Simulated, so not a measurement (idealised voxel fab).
Process module in this document: voxel wiring stack
Xsec cut, 220 nm wide, square cell size 5 nm.
Cross-section spec: square-cell grid; bands listed top down; each band is one or more rows. What a band's entry tells you: where the top is and where the bottom is, as heights in nm, and after that what lies inside, material by material from left to right, each with its width in nm. Empty space is written as the word "air", and a single material marked with the word "all across" occupies the band from edge to edge. A quick word on heights: they are counted from 0, and under that level the wafer as it came to us is one material throughout. The lowest band is different from the rest in having no bottom; it simply continues downward, written as in "0 and below". Think of "30->40" as a width that walks from the first number to the second as you go down the band, top row to bottom row, taking equal-sized steps from row to row. "all unchanged", as given for a step, is the statement that not any cell of the cross-section underwent a change during that step. If an empty space has no open way to the top and is at least 8 cells in size, "Enclosed cavity list" lists it, written width x height at distance, where distance is measured from the left edge and every value is in nm. That trailing text on a step's line, after the settings, is the simulator's own remark on the step. On any step carrying a mask, the "overlay nm" setting, if present on the step's line, tells how far right of its planned place the mask lay; negative values point to the left.

[plan]
| 1 | RECEIVE,material Si |
| 2 | CONFORMAL_DEP,material SiO2,thk nm 10 |
| 3 | CONFORMAL_DEP,material SiN,thk nm 5 |
| 4 | DIRECTIONAL_DEP,material lowk,thk nm 20 |
| 5 | MASKED_ETCH,tone open,mask id METAL_1,width nm 30,pitch nm 50,etch materials lowk,depth nm 20,overlay nm 0 |
| 6 | MASKED_ETCH,tone open,mask id METAL_1,width nm 30,pitch nm 50,etch materials SiN,depth nm 5,overlay nm 0 |
| 7 | CONFORMAL_DEP,material TiN,thk nm 5 |
| 8 | FILL_DEP,material Cu,thk nm 10 |
| 9 | CMP,height nm 35 |
| 10 | EPI,material Ru,thk nm 5 |
| 11 | FILL_DEP,material SiCN,thk nm 5 |
| 12 | DIRECTIONAL_DEP,material lowk,thk nm 20 |
| 13 | MASKED_ETCH,tone open,mask id PLUG_1,width nm 15,etch materials lowk,depth nm 20,overlay nm 0 |
| 14 | MASKED_ETCH,tone open,mask id PLUG_1,width nm 15,etch materials SiCN,depth nm 5,overlay nm 0 |
| 15 | EPI,material Ru,thk nm 10 |
| 16 | EPI,material Ru,thk nm 10 |
| 17 | EPI,material Ru,thk nm 5 |
| 18 | CONFORMAL_DEP,material SiN,thk nm 5 |
| 19 | DIRECTIONAL_DEP,material lowk,thk nm 25 |
| 20 | MASKED_ETCH,tone open,mask id METAL_2,width nm 30,pitch nm 50,etch materials lowk,depth nm 25,overlay nm 0 |
| 21 | MASKED_ETCH,tone open,mask id METAL_2,width nm 30,pitch nm 50,etch materials SiN,depth nm 5,overlay nm 0 |
| 22 | CONFORMAL_DEP,material TiN,thk nm 5 |
| 23 | FILL_DEP,material W,thk nm 10 |
| 24 | CMP,height nm 95 |
| 25 | CONFORMAL_DEP,material SiCN,thk nm 5 |
| 26 | DIRECTIONAL_DEP,material SiO2,thk nm 15 |
| 27 | PATTERN,tone open,mask id PLUG_2,material resist,width nm 15,pitch nm 50,thk nm 20,overlay nm 0 |
| 28 | DIRECTIONAL_ETCH,etch materials SiO2,depth nm 15 |
| 29 | DIRECTIONAL_ETCH,etch materials SiCN,depth nm 5 |
| 30 | STRIP,etch materials resist |
| 31 | EPI,material Ru,thk nm 10 |
| 32 | EPI,material Ru,thk nm 10 |
| 33 | CONFORMAL_DEP,material SiCN,thk nm 5 |
| 34 | DIRECTIONAL_DEP,material SiO2,thk nm 15 |
| 35 | MASKED_ETCH,tone open,mask id METAL_3,width nm 30,pitch nm 50,etch materials SiO2,depth nm 15,overlay nm 0 |
| 36 | MASKED_ETCH,tone open,mask id METAL_3,width nm 30,pitch nm 50,etch materials SiCN,depth nm 5,overlay nm 0 |
| 37 | CONFORMAL_DEP,material TiN,thk nm 5 |
| 38 | FILL_DEP,material W,thk nm 5 |
| 39 | CMP,height nm 135 |
| 40 | EPI,material Ru,thk nm 5 |
| 41 | FILL_DEP,material SiCN,thk nm 5 |
| 42 | DIRECTIONAL_DEP,material SiO2,thk nm 10 |
| 43 | MASKED_ETCH,tone open,mask id PLUG_3,width nm 15,pitch nm 50,etch materials SiO2,depth nm 10,overlay nm 0 |
| 44 | MASKED_ETCH,tone open,mask id PLUG_3,width nm 15,pitch nm 50,etch materials SiCN,depth nm 5,overlay nm 0 |
| 45 | EPI,material Ru,thk nm 10 |
| 46 | EPI,material Ru,thk nm 5 |
| 47 | CONFORMAL_DEP,material SiCN,thk nm 5 |
| 48 | DIRECTIONAL_DEP,material lowk,thk nm 15 |
| 49 | MASKED_ETCH,tone open,mask id METAL_4,width nm 30,pitch nm 50,etch materials lowk,depth nm 15,overlay nm 0 |
| 50 | MASKED_ETCH,tone open,mask id METAL_4,width nm 30,pitch nm 50,etch materials SiCN,depth nm 5,overlay nm 0 |
| 51 | CONFORMAL_DEP,material TiN,thk nm 5 |
| 52 | FILL_DEP,material W,thk nm 10 |
| 53 | CMP,height nm 175 |
| 54 | CONFORMAL_DEP,material SiCN,thk nm 5 |

[First of two wafers, with the run carried out as planned]

[Cross-sectional view of the wafer in its as-received condition, corresponding to the state after step 1]
* 0 and below | Si all across
* Enclosed cavity list: none

[Wafer section view after processing step 2]
* 10 down to 0 | SiO2 all across
* For the remainder of the cross-section, below 0, there is no change.

[Wafer section view after processing step 3]
* 15 down to 10 | SiN all across
* For the remainder of the cross-section, below 10, there is no change.

[Wafer section view after processing step 4]
* 35 down to 15 | lowk all across
* For the remainder of the cross-section, below 15, there is no change.

[Wafer section view after processing step 5]
* 35 down to 15 | lowk 70 nm, air 30 nm, lowk 20 nm, air 30 nm, lowk 70 nm
* For the remainder of the cross-section, below 15, there is no change.

[Wafer section view after processing step 6]
* 35 down to 15 | lowk 70 nm, air 30 nm, lowk 20 nm, air 30 nm, lowk 70 nm
* 15 down to 10 | SiN 70 nm, air 30 nm, SiN 20 nm, air 30 nm, SiN 70 nm
* For the remainder of the cross-section, below 10, there is no change.

[Wafer section view after processing step 7]
* 40 down to 35 | TiN 75 nm, air 20 nm, TiN 30 nm, air 20 nm, TiN 75 nm
* 35 down to 15 | lowk 70 nm, TiN 5 nm, air 20 nm, TiN 5 nm, lowk 20 nm, TiN 5 nm, air 20 nm, TiN 5 nm, lowk 70 nm
* 15 down to 10 | SiN 70 nm, TiN 30 nm, SiN 20 nm, TiN 30 nm, SiN 70 nm
* For the remainder of the cross-section, below 10, there is no change.

[Wafer section view after processing step 8]
* 50 down to 40 | Cu all across
* 40 down to 35 | TiN 75 nm, Cu 20 nm, TiN 30 nm, Cu 20 nm, TiN 75 nm
* 35 down to 15 | lowk 70 nm, TiN 5 nm, Cu 20 nm, TiN 5 nm, lowk 20 nm, TiN 5 nm, Cu 20 nm, TiN 5 nm, lowk 70 nm
* For the remainder of the cross-section, below 15, there is no change.

[Wafer section view after processing step 9]
* 35 down to 15 | lowk 70 nm, TiN 5 nm, Cu 20 nm, TiN 5 nm, lowk 20 nm, TiN 5 nm, Cu 20 nm, TiN 5 nm, lowk 70 nm
* For the remainder of the cross-section, below 15, there is no change.

[Wafer section view after processing step 10]
* 40 down to 35 | air 65 nm, Ru 40 nm, air 10 nm, Ru 40 nm, air 65 nm
* For the remainder of the cross-section, below 35, there is no change.

[Wafer section view after processing step 11]
* 45 down to 40 | SiCN all across
* 40 down to 35 | SiCN 65 nm, Ru 40 nm, SiCN 10 nm, Ru 40 nm, SiCN 65 nm
* For the remainder of the cross-section, below 35, there is no change.

[Wafer section view after processing step 12]
* 65 down to 45 | lowk all across
* For the remainder of the cross-section, below 45, there is no change.

[Wafer section view after processing step 13]
* 65 down to 45 | lowk 70 nm, air 15 nm, lowk 135 nm
* For the remainder of the cross-section, below 45, there is no change.

[Wafer section view after processing step 14]
* 65 down to 45 | lowk 70 nm, air 15 nm, lowk 135 nm
* 45 down to 40 | SiCN 70 nm, air 15 nm, SiCN 135 nm
* For the remainder of the cross-section, below 40, there is no change.

[Wafer section view after processing step 15]
* 65 down to 50 | lowk 70 nm, air 15 nm, lowk 135 nm
* 50 down to 45 | lowk 70 nm, Ru 15 nm, lowk 135 nm
* 45 down to 40 | SiCN 70 nm, Ru 15 nm, SiCN 135 nm
* For the remainder of the cross-section, below 40, there is no change.

[Wafer section view after processing step 16]
* 65 down to 60 | lowk 70 nm, air 15 nm, lowk 135 nm
* 60 down to 45 | lowk 70 nm, Ru 15 nm, lowk 135 nm
* For the remainder of the cross-section, below 45, there is no change.

[Wafer section view after processing step 17]
* 65 down to 45 | lowk 70 nm, Ru 15 nm, lowk 135 nm
* For the remainder of the cross-section, below 45, there is no change.

[Wafer section view after processing step 18]
* 70 down to 65 | SiN all across
* For the remainder of the cross-section, below 65, there is no change.

[Wafer section view after processing step 19]
* 95 down to 70 | lowk all across
* For the remainder of the cross-section, below 70, there is no change.

[Wafer section view after processing step 20]
* 95 down to 70 | lowk 70 nm, air 30 nm, lowk 20 nm, air 30 nm, lowk 70 nm
* For the remainder of the cross-section, below 70, there is no change.

[Wafer section view after processing step 21]
* 95 down to 70 | lowk 70 nm, air 30 nm, lowk 20 nm, air 30 nm, lowk 70 nm
* 70 down to 65 | SiN 70 nm, air 30 nm, SiN 20 nm, air 30 nm, SiN 70 nm
* For the remainder of the cross-section, below 65, there is no change.

[Wafer section view after processing step 22]
* 100 down to 95 | TiN 75 nm, air 20 nm, TiN 30 nm, air 20 nm, TiN 75 nm
* 95 down to 70 | lowk 70 nm, TiN 5 nm, air 20 nm, TiN 5 nm, lowk 20 nm, TiN 5 nm, air 20 nm, TiN 5 nm, lowk 70 nm
* 70 down to 65 | SiN 70 nm, TiN 30 nm, SiN 20 nm, TiN 30 nm, SiN 70 nm
* For the remainder of the cross-section, below 65, there is no change.

[Wafer section view after processing step 23]
* 110 down to 100 | W all across
* 100 down to 95 | TiN 75 nm, W 20 nm, TiN 30 nm, W 20 nm, TiN 75 nm
* 95 down to 70 | lowk 70 nm, TiN 5 nm, W 20 nm, TiN 5 nm, lowk 20 nm, TiN 5 nm, W 20 nm, TiN 5 nm, lowk 70 nm
* For the remainder of the cross-section, below 70, there is no change.

[Wafer section view after processing step 24]
* 95 down to 70 | lowk 70 nm, TiN 5 nm, W 20 nm, TiN 5 nm, lowk 20 nm, TiN 5 nm, W 20 nm, TiN 5 nm, lowk 70 nm
* For the remainder of the cross-section, below 70, there is no change.

[Wafer section view after processing step 25]
* 100 down to 95 | SiCN all across
* For the remainder of the cross-section, below 95, there is no change.

[Wafer section view after processing step 26]
* 115 down to 100 | SiO2 all across
* For the remainder of the cross-section, below 100, there is no change.

[Wafer section view after processing step 27]
* 135 down to 115 | resist 70 nm, air 15 nm, resist 35 nm, air 15 nm, resist 85 nm
* For the remainder of the cross-section, below 115, there is no change.

[Wafer section view after processing step 28]
* 135 down to 115 | resist 70 nm, air 15 nm, resist 35 nm, air 15 nm, resist 85 nm
* 115 down to 100 | SiO2 70 nm, air 15 nm, SiO2 35 nm, air 15 nm, SiO2 85 nm
* For the remainder of the cross-section, below 100, there is no change.

[Wafer section view after processing step 29]
* 135 down to 115 | resist 70 nm, air 15 nm, resist 35 nm, air 15 nm, resist 85 nm
* 115 down to 100 | SiO2 70 nm, air 15 nm, SiO2 35 nm, air 15 nm, SiO2 85 nm
* 100 down to 95 | SiCN 70 nm, air 15 nm, SiCN 35 nm, air 15 nm, SiCN 85 nm
* For the remainder of the cross-section, below 95, there is no change.

[Wafer section view after processing step 30]
* 115 down to 100 | SiO2 70 nm, air 15 nm, SiO2 35 nm, air 15 nm, SiO2 85 nm
* For the remainder of the cross-section, below 100, there is no change.

[Wafer section view after processing step 31]
* 115 down to 105 | SiO2 70 nm, air 15 nm, SiO2 35 nm, air 15 nm, SiO2 85 nm
* 105 down to 100 | SiO2 70 nm, Ru 15 nm, SiO2 35 nm, Ru 15 nm, SiO2 85 nm
* 100 down to 95 | SiCN 70 nm, Ru 15 nm, SiCN 35 nm, Ru 15 nm, SiCN 85 nm
* For the remainder of the cross-section, below 95, there is no change.

[Wafer section view after processing step 32]
* 115 down to 100 | SiO2 70 nm, Ru 15 nm, SiO2 35 nm, Ru 15 nm, SiO2 85 nm
* For the remainder of the cross-section, below 100, there is no change.

[Wafer section view after processing step 33]
* 120 down to 115 | SiCN all across
* For the remainder of the cross-section, below 115, there is no change.

[Wafer section view after processing step 34]
* 135 down to 120 | SiO2 all across
* For the remainder of the cross-section, below 120, there is no change.

[Wafer section view after processing step 35]
* 135 down to 120 | SiO2 70 nm, air 30 nm, SiO2 20 nm, air 30 nm, SiO2 70 nm
* For the remainder of the cross-section, below 120, there is no change.

[Wafer section view after processing step 36]
* 135 down to 120 | SiO2 70 nm, air 30 nm, SiO2 20 nm, air 30 nm, SiO2 70 nm
* 120 down to 115 | SiCN 70 nm, air 30 nm, SiCN 20 nm, air 30 nm, SiCN 70 nm
* For the remainder of the cross-section, below 115, there is no change.

[Wafer section view after processing step 37]
* 140 down to 135 | TiN 75 nm, air 20 nm, TiN 30 nm, air 20 nm, TiN 75 nm
* 135 down to 120 | SiO2 70 nm, TiN 5 nm, air 20 nm, TiN 5 nm, SiO2 20 nm, TiN 5 nm, air 20 nm, TiN 5 nm, SiO2 70 nm
* 120 down to 115 | SiCN 70 nm, TiN 30 nm, SiCN 20 nm, TiN 30 nm, SiCN 70 nm
* For the remainder of the cross-section, below 115, there is no change.

[Wafer section view after processing step 38]
* 145 down to 140 | W all across
* 140 down to 135 | TiN 75 nm, W 20 nm, TiN 30 nm, W 20 nm, TiN 75 nm
* 135 down to 120 | SiO2 70 nm, TiN 5 nm, W 20 nm, TiN 5 nm, SiO2 20 nm, TiN 5 nm, W 20 nm, TiN 5 nm, SiO2 70 nm
* For the remainder of the cross-section, below 120, there is no change.

[Wafer section view after processing step 39]
* 135 down to 120 | SiO2 70 nm, TiN 5 nm, W 20 nm, TiN 5 nm, SiO2 20 nm, TiN 5 nm, W 20 nm, TiN 5 nm, SiO2 70 nm
* For the remainder of the cross-section, below 120, there is no change.

[Wafer section view after processing step 40]
* 140 down to 135 | air 65 nm, Ru 40 nm, air 10 nm, Ru 40 nm, air 65 nm
* For the remainder of the cross-section, below 135, there is no change.

[Wafer section view after processing step 41]
* 145 down to 140 | SiCN all across
* 140 down to 135 | SiCN 65 nm, Ru 40 nm, SiCN 10 nm, Ru 40 nm, SiCN 65 nm
* For the remainder of the cross-section, below 135, there is no change.

[Wafer section view after processing step 42]
* 155 down to 145 | SiO2 all across
* For the remainder of the cross-section, below 145, there is no change.

[Wafer section view after processing step 43]
* 155 down to 145 | SiO2 70 nm, air 15 nm, SiO2 35 nm, air 15 nm, SiO2 85 nm
* For the remainder of the cross-section, below 145, there is no change.

[Wafer section view after processing step 44]
* 155 down to 145 | SiO2 70 nm, air 15 nm, SiO2 35 nm, air 15 nm, SiO2 85 nm
* 145 down to 140 | SiCN 70 nm, air 15 nm, SiCN 35 nm, air 15 nm, SiCN 85 nm
* For the remainder of the cross-section, below 140, there is no change.

[Wafer section view after processing step 45]
* 155 down to 150 | SiO2 70 nm, air 15 nm, SiO2 35 nm, air 15 nm, SiO2 85 nm
* 150 down to 145 | SiO2 70 nm, Ru 15 nm, SiO2 35 nm, Ru 15 nm, SiO2 85 nm
* 145 down to 135 | SiCN 70->65 nm, Ru 15->40 nm, SiCN 35->10 nm, Ru 15->40 nm, SiCN 85->65 nm
* For the remainder of the cross-section, below 135, there is no change.

[Wafer section view after processing step 46]
* 155 down to 145 | SiO2 70 nm, Ru 15 nm, SiO2 35 nm, Ru 15 nm, SiO2 85 nm
* For the remainder of the cross-section, below 145, there is no change.

[Wafer section view after processing step 47]
* 160 down to 155 | SiCN all across
* For the remainder of the cross-section, below 155, there is no change.

[Wafer section view after processing step 48]
* 175 down to 160 | lowk all across
* For the remainder of the cross-section, below 160, there is no change.

[Wafer section view after processing step 49]
* 175 down to 160 | lowk 70 nm, air 30 nm, lowk 20 nm, air 30 nm, lowk 70 nm
* For the remainder of the cross-section, below 160, there is no change.

[Wafer section view after processing step 50]
* 175 down to 160 | lowk 70 nm, air 30 nm, lowk 20 nm, air 30 nm, lowk 70 nm
* 160 down to 155 | SiCN 70 nm, air 30 nm, SiCN 20 nm, air 30 nm, SiCN 70 nm
* For the remainder of the cross-section, below 155, there is no change.

[Wafer section view after processing step 51]
* 180 down to 175 | TiN 75 nm, air 20 nm, TiN 30 nm, air 20 nm, TiN 75 nm
* 175 down to 160 | lowk 70 nm, TiN 5 nm, air 20 nm, TiN 5 nm, lowk 20 nm, TiN 5 nm, air 20 nm, TiN 5 nm, lowk 70 nm
* 160 down to 155 | SiCN 70 nm, TiN 30 nm, SiCN 20 nm, TiN 30 nm, SiCN 70 nm
* For the remainder of the cross-section, below 155, there is no change.

[Wafer section view after processing step 52]
* 190 down to 180 | W all across
* 180 down to 175 | TiN 75 nm, W 20 nm, TiN 30 nm, W 20 nm, TiN 75 nm
* 175 down to 160 | lowk 70 nm, TiN 5 nm, W 20 nm, TiN 5 nm, lowk 20 nm, TiN 5 nm, W 20 nm, TiN 5 nm, lowk 70 nm
* For the remainder of the cross-section, below 160, there is no change.

[Wafer section view after processing step 53]
* 175 down to 160 | lowk 70 nm, TiN 5 nm, W 20 nm, TiN 5 nm, lowk 20 nm, TiN 5 nm, W 20 nm, TiN 5 nm, lowk 70 nm
* For the remainder of the cross-section, below 160, there is no change.

[Wafer section view after processing step 54]
* 180 down to 175 | SiCN all across
* For the remainder of the cross-section, below 175, there is no change.

[Second of two: same start, same plan, one run error; steps up to and including 42 match the first]

[Here is the second wafer in cross-section at the point where step 43 of the plan should have been done]
* 155 down to 145 | air 70 nm, SiO2 15 nm, air 35 nm, SiO2 15 nm, air 85 nm
* For the remainder of the cross-section, below 145, there is no change.

Here is the second wafer in cross-section at the point where step 44 of the plan should have been done: all unchanged

Here is the second wafer in cross-section at the point where step 45 of the plan should have been done: all unchanged

Here is the second wafer in cross-section at the point where step 46 of the plan should have been done: all unchanged

[Here is the second wafer in cross-section at the point where step 47 of the plan should have been done]
* 160 down to 155 | air 65 nm, SiCN 25 nm, air 25 nm, SiCN 25 nm, air 80 nm
* 155 down to 150 | air 65 nm, SiCN 5 nm, SiO2 15 nm, SiCN 5 nm, air 25 nm, SiCN 5 nm, SiO2 15 nm, SiCN 5 nm, air 80 nm
* 150 down to 145 | SiCN 70 nm, SiO2 15 nm, SiCN 35 nm, SiO2 15 nm, SiCN 85 nm
* For the remainder of the cross-section, below 145, there is no change.

[Here is the second wafer in cross-section at the point where step 48 of the plan should have been done]
* 175 down to 165 | air 65 nm, lowk 25 nm, air 25 nm, lowk 25 nm, air 80 nm
* 165 down to 160 | lowk all across
* 160 down to 155 | lowk 65 nm, SiCN 25 nm, lowk 25 nm, SiCN 25 nm, lowk 80 nm
* 155 down to 150 | lowk 65 nm, SiCN 5 nm, SiO2 15 nm, SiCN 5 nm, lowk 25 nm, SiCN 5 nm, SiO2 15 nm, SiCN 5 nm, lowk 80 nm
* For the remainder of the cross-section, below 150, there is no change.

[Here is the second wafer in cross-section at the point where step 49 of the plan should have been done]
* 175 down to 165 | air 65 nm, lowk 5 nm, air 45 nm, lowk 5 nm, air 100 nm
* 165 down to 160 | lowk 70 nm, air 30 nm, lowk 20 nm, air 30 nm, lowk 70 nm
* 160 down to 155 | lowk 65 nm, SiCN 25 nm, air 10 nm, lowk 15 nm, SiCN 25 nm, air 10 nm, lowk 70 nm
* 155 down to 150 | lowk 65 nm, SiCN 5 nm, SiO2 15 nm, SiCN 5 nm, air 10 nm, lowk 15 nm, SiCN 5 nm, SiO2 15 nm, SiCN 5 nm, air 10 nm, lowk 70 nm
* For the remainder of the cross-section, below 150, there is no change.

[Here is the second wafer in cross-section at the point where step 50 of the plan should have been done]
* 175 down to 165 | air 65 nm, lowk 5 nm, air 45 nm, lowk 5 nm, air 100 nm
* 165 down to 160 | lowk 70 nm, air 30 nm, lowk 20 nm, air 30 nm, lowk 70 nm
* 160 down to 155 | lowk 65 nm, SiCN 5 nm, air 30 nm, lowk 15 nm, SiCN 5 nm, air 30 nm, lowk 70 nm
* 155 down to 150 | lowk 65 nm, SiCN 5 nm, SiO2 15 nm, SiCN 5 nm, air 10 nm, lowk 15 nm, SiCN 5 nm, SiO2 15 nm, SiCN 5 nm, air 10 nm, lowk 70 nm
* 150 down to 145 | SiCN 70 nm, SiO2 15 nm, SiCN 5 nm, air 10 nm, SiCN 20 nm, SiO2 15 nm, SiCN 5 nm, air 10 nm, SiCN 70 nm
* For the remainder of the cross-section, below 145, there is no change.

[Here is the second wafer in cross-section at the point where step 51 of the plan should have been done]
* 180 down to 175 | air 60 nm, TiN 15 nm, air 35 nm, TiN 15 nm, air 95 nm
* 175 down to 170 | air 60 nm, TiN 5 nm, lowk 5 nm, TiN 5 nm, air 35 nm, TiN 5 nm, lowk 5 nm, TiN 5 nm, air 95 nm
* 170 down to 165 | TiN 65 nm, lowk 5 nm, TiN 5 nm, air 20 nm, TiN 20 nm, lowk 5 nm, TiN 5 nm, air 20 nm, TiN 75 nm
* 165 down to 160 | lowk 70 nm, TiN 5 nm, air 20 nm, TiN 5 nm, lowk 20 nm, TiN 5 nm, air 20 nm, TiN 5 nm, lowk 70 nm
* 160 down to 155 | lowk 65 nm, SiCN 5 nm, TiN 30 nm, lowk 15 nm, SiCN 5 nm, TiN 30 nm, lowk 70 nm
* 155 down to 150 | lowk 65 nm, SiCN 5 nm, SiO2 15 nm, SiCN 5 nm, TiN 10 nm, lowk 15 nm, SiCN 5 nm, SiO2 15 nm, SiCN 5 nm, TiN 10 nm, lowk 70 nm
* 150 down to 145 | SiCN 70 nm, SiO2 15 nm, SiCN 5 nm, TiN 10 nm, SiCN 20 nm, SiO2 15 nm, SiCN 5 nm, TiN 10 nm, SiCN 70 nm
* For the remainder of the cross-section, below 145, there is no change.

[Here is the second wafer in cross-section at the point where step 52 of the plan should have been done]
* 190 down to 180 | W all across
* 180 down to 175 | W 60 nm, TiN 15 nm, W 35 nm, TiN 15 nm, W 95 nm
* 175 down to 170 | W 60 nm, TiN 5 nm, lowk 5 nm, TiN 5 nm, W 35 nm, TiN 5 nm, lowk 5 nm, TiN 5 nm, W 95 nm
* 170 down to 165 | TiN 65 nm, lowk 5 nm, TiN 5 nm, W 20 nm, TiN 20 nm, lowk 5 nm, TiN 5 nm, W 20 nm, TiN 75 nm
* 165 down to 160 | lowk 70 nm, TiN 5 nm, W 20 nm, TiN 5 nm, lowk 20 nm, TiN 5 nm, W 20 nm, TiN 5 nm, lowk 70 nm
* For the remainder of the cross-section, below 160, there is no change.

[Here is the second wafer in cross-section at the point where step 53 of the plan should have been done]
* 175 down to 170 | W 60 nm, TiN 5 nm, lowk 5 nm, TiN 5 nm, W 35 nm, TiN 5 nm, lowk 5 nm, TiN 5 nm, W 95 nm
* For the remainder of the cross-section, below 170, there is no change.

[Here is the second wafer in cross-section at the point where step 54 of the plan should have been done]
* 180 down to 175 | SiCN all across
* For the remainder of the cross-section, below 175, there is no change.
Error vs. plan: step 43 did not happen as planned, as run it was MASKED_ETCH,tone cover,mask id PLUG_3,width nm 15,pitch nm 50,etch materials SiO2,depth nm 10,overlay nm 0
Count the cells at the end and the second wafer has more or fewer of some materials than the first: 18 fewer of Ru, 14 more of SiCN, 64 fewer of SiO2, 38 more of TiN, 30 more of W
